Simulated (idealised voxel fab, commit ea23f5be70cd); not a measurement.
process module | voxel self aligned vias
cross-section cut | 285 nm wide | cells 5 nm
A cross-section is a grid of square cells, given in bands from the top down. A band is one or more rows of cells.
Each band's line starts with the height of the band's top and of its bottom, in nm. Then come its materials from left to right, each with its width in nm. One material with "throughout" fills the band from edge to edge. "air" is empty space.
Height 0 is the level under which the wafer as received is all one material. The lowest band goes on downwards, as in "0 down".
A width such as "30 to 40" changes by the same amount from each row of cells to the next, from the band's top row to its bottom row.
"no change" after a step means that no cell of the cross-section changed.
closed voids: empty space of 8 cells or more with no open way to the top, each as width x height at its distance from the left edge, in nm
after a step's settings: what the simulator itself notes on the step
overlay nm, on a step with a mask: how far to the right of its planned place the mask lay; to the left if negative
plan
1 op RECEIVE | material Si
2 op CONFORMAL_DEP | material SiO2 | thk nm 10
3 op CONFORMAL_DEP | material SiCN | thk nm 5
4 op DIRECTIONAL_DEP | material SiO2 | thk nm 25
5 op PATTERN | tone open | mask id LINES | material resist | width nm 20 | pitch nm 55 | thk nm 15 | overlay nm 0
6 op DIRECTIONAL_ETCH | etch materials SiO2 | depth nm 25
7 op STRIP | etch materials resist
8 op CONFORMAL_DEP | material TiN | thk nm 5
9 op FILL_DEP | material Ru | thk nm 5
10 op CMP | height nm 40
11 op SELECTIVE_ETCH | etch materials W Ru TiN | depth nm 10
12 op FILL_DEP | material SiN | thk nm 5
13 op CMP | height nm 40
14 op DIRECTIONAL_DEP | material SiO2 | thk nm 20
15 op PATTERN | tone open | mask id VIAS | material resist | width nm 40 | pitch nm 110 | thk nm 20 | overlay nm 0
16 op DIRECTIONAL_ETCH | etch materials SiO2 | depth nm 20
17 op DIRECTIONAL_ETCH | etch materials SiN | depth nm 10
18 op STRIP | etch materials resist
19 op CONFORMAL_DEP | material TiN | thk nm 5
20 op FILL_DEP | material Ru | thk nm 5
21 op CMP | height nm 60
22 op CONFORMAL_DEP | material SiCN | thk nm 5
first wafer, as planned
as received, after step 1
  0 down: Si throughout
  closed voids: none
after step 2
  10 to 0: SiO2 throughout
  below 0: unchanged
after step 3
  15 to 10: SiCN throughout
  below 10: unchanged
after step 4
  40 to 15: SiO2 throughout
  below 15: unchanged
after step 5
  55 to 40: resist 75 | air 20 | resist 35 | air 20 | resist 35 | air 20 | resist 80
  below 40: unchanged
after step 6
  55 to 40: resist 75 | air 20 | resist 35 | air 20 | resist 35 | air 20 | resist 80
  40 to 15: SiO2 75 | air 20 | SiO2 35 | air 20 | SiO2 35 | air 20 | SiO2 80
  below 15: unchanged
after step 7
  40 to 15: SiO2 75 | air 20 | SiO2 35 | air 20 | SiO2 35 | air 20 | SiO2 80
  below 15: unchanged
after step 8
  45 to 40: TiN 80 | air 10 | TiN 45 | air 10 | TiN 45 | air 10 | TiN 85
  40 to 20: SiO2 75 | TiN 5 | air 10 | TiN 5 | SiO2 35 | TiN 5 | air 10 | TiN 5 | SiO2 35 | TiN 5 | air 10 | TiN 5 | SiO2 80
  20 to 15: SiO2 75 | TiN 20 | SiO2 35 | TiN 20 | SiO2 35 | TiN 20 | SiO2 80
  below 15: unchanged
after step 9
  50 to 45: Ru throughout
  45 to 40: TiN 80 | Ru 10 | TiN 45 | Ru 10 | TiN 45 | Ru 10 | TiN 85
  40 to 20: SiO2 75 | TiN 5 | Ru 10 | TiN 5 | SiO2 35 | TiN 5 | Ru 10 | TiN 5 | SiO2 35 | TiN 5 | Ru 10 | TiN 5 | SiO2 80
  below 20: unchanged
after step 10
  40 to 20: SiO2 75 | TiN 5 | Ru 10 | TiN 5 | SiO2 35 | TiN 5 | Ru 10 | TiN 5 | SiO2 35 | TiN 5 | Ru 10 | TiN 5 | SiO2 80
  below 20: unchanged
after step 11
  40 to 30: SiO2 75 | air 20 | SiO2 35 | air 20 | SiO2 35 | air 20 | SiO2 80
  below 30: unchanged
after step 12
  45 to 40: SiN throughout
  40 to 30: SiO2 75 | SiN 20 | SiO2 35 | SiN 20 | SiO2 35 | SiN 20 | SiO2 80
  below 30: unchanged
after step 13
  40 to 30: SiO2 75 | SiN 20 | SiO2 35 | SiN 20 | SiO2 35 | SiN 20 | SiO2 80
  below 30: unchanged
after step 14
  60 to 40: SiO2 throughout
  below 40: unchanged
after step 15
  80 to 60: resist 65 | air 40 | resist 70 | air 40 | resist 70
  below 60: unchanged
after step 16
  80 to 60: resist 65 | air 40 | resist 70 | air 40 | resist 70
  60 to 40: SiO2 65 | air 40 | SiO2 70 | air 40 | SiO2 70
  below 40: unchanged
after step 17
  80 to 60: resist 65 | air 40 | resist 70 | air 40 | resist 70
  60 to 40: SiO2 65 | air 40 | SiO2 70 | air 40 | SiO2 70
  40 to 30: SiO2 75 | air 20 | SiO2 35 | SiN 20 | SiO2 35 | air 20 | SiO2 80
  below 30: unchanged
after step 18
  60 to 40: SiO2 65 | air 40 | SiO2 70 | air 40 | SiO2 70
  below 40: unchanged
after step 19
  65 to 60: TiN 70 | air 30 | TiN 80 | air 30 | TiN 75
  60 to 45: SiO2 65 | TiN 5 | air 30 | TiN 5 | SiO2 70 | TiN 5 | air 30 | TiN 5 | SiO2 70
  45 to 40: SiO2 65 | TiN 15 | air 10 | TiN 15 | SiO2 70 | TiN 15 | air 10 | TiN 15 | SiO2 70
  40 to 35: SiO2 75 | TiN 5 | air 10 | TiN 5 | SiO2 35 | SiN 20 | SiO2 35 | TiN 5 | air 10 | TiN 5 | SiO2 80
  35 to 30: SiO2 75 | TiN 20 | SiO2 35 | SiN 20 | SiO2 35 | TiN 20 | SiO2 80
  below 30: unchanged
after step 20
  70 to 65: Ru throughout
  65 to 60: TiN 70 | Ru 30 | TiN 80 | Ru 30 | TiN 75
  60 to 45: SiO2 65 | TiN 5 | Ru 30 | TiN 5 | SiO2 70 | TiN 5 | Ru 30 | TiN 5 | SiO2 70
  45 to 40: SiO2 65 | TiN 15 | Ru 10 | TiN 15 | SiO2 70 | TiN 15 | Ru 10 | TiN 15 | SiO2 70
  40 to 35: SiO2 75 | TiN 5 | Ru 10 | TiN 5 | SiO2 35 | SiN 20 | SiO2 35 | TiN 5 | Ru 10 | TiN 5 | SiO2 80
  below 35: unchanged
after step 21
  60 to 45: SiO2 65 | TiN 5 | Ru 30 | TiN 5 | SiO2 70 | TiN 5 | Ru 30 | TiN 5 | SiO2 70
  below 45: unchanged
after step 22
  65 to 60: SiCN throughout
  below 60: unchanged
second wafer: like start, like plan, one mistake. Through step 9 it matches the first wafer
when step 10 should have ended
  35 to 20: SiO2 75 | TiN 5 | Ru 10 | TiN 5 | SiO2 35 | TiN 5 | Ru 10 | TiN 5 | SiO2 35 | TiN 5 | Ru 10 | TiN 5 | SiO2 80
  below 20: unchanged
when step 11 should have ended
  35 to 25: SiO2 75 | air 20 | SiO2 35 | air 20 | SiO2 35 | air 20 | SiO2 80
  below 25: unchanged
when step 12 should have ended
  40 to 35: SiN throughout
  35 to 25: SiO2 75 | SiN 20 | SiO2 35 | SiN 20 | SiO2 35 | SiN 20 | SiO2 80
  below 25: unchanged
when step 13 should have ended: no change
when step 14 should have ended
  60 to 40: SiO2 throughout
  below 40: unchanged
when step 15 should have ended
  80 to 60: resist 65 | air 40 | resist 70 | air 40 | resist 70
  below 60: unchanged
when step 16 should have ended
  80 to 60: resist 65 | air 40 | resist 70 | air 40 | resist 70
  60 to 40: SiO2 65 | air 40 | SiO2 70 | air 40 | SiO2 70
  below 40: unchanged
when step 17 should have ended
  80 to 60: resist 65 | air 40 | resist 70 | air 40 | resist 70
  60 to 40: SiO2 65 | air 40 | SiO2 70 | air 40 | SiO2 70
  40 to 35: SiN 65 | air 40 | SiN 70 | air 40 | SiN 70
  35 to 30: SiO2 75 | air 20 | SiO2 35 | SiN 20 | SiO2 35 | air 20 | SiO2 80
  below 30: unchanged
when step 18 should have ended
  60 to 40: SiO2 65 | air 40 | SiO2 70 | air 40 | SiO2 70
  below 40: unchanged
when step 19 should have ended
  65 to 60: TiN 70 | air 30 | TiN 80 | air 30 | TiN 75
  60 to 40: SiO2 65 | TiN 5 | air 30 | TiN 5 | SiO2 70 | TiN 5 | air 30 | TiN 5 | SiO2 70
  40 to 35: SiN 65 | TiN 15 | air 10 | TiN 15 | SiN 70 | TiN 15 | air 10 | TiN 15 | SiN 70
  35 to 30: SiO2 75 | TiN 20 | SiO2 35 | SiN 20 | SiO2 35 | TiN 20 | SiO2 80
  below 30: unchanged
when step 20 should have ended
  70 to 65: Ru throughout
  65 to 60: TiN 70 | Ru 30 | TiN 80 | Ru 30 | TiN 75
  60 to 40: SiO2 65 | TiN 5 | Ru 30 | TiN 5 | SiO2 70 | TiN 5 | Ru 30 | TiN 5 | SiO2 70
  40 to 35: SiN 65 | TiN 15 | Ru 10 | TiN 15 | SiN 70 | TiN 15 | Ru 10 | TiN 15 | SiN 70
  below 35: unchanged
when step 21 should have ended
  60 to 40: SiO2 65 | TiN 5 | Ru 30 | TiN 5 | SiO2 70 | TiN 5 | Ru 30 | TiN 5 | SiO2 70
  below 40: unchanged
when step 22 should have ended
  65 to 60: SiCN throughout
  below 60: unchanged
what went wrong: step 10 ran as: op CMP | height nm 35
at the end the second wafer has, in cells: 2 more of Ru | 49 more of SiN | 45 fewer of SiO2 | 6 fewer of TiN
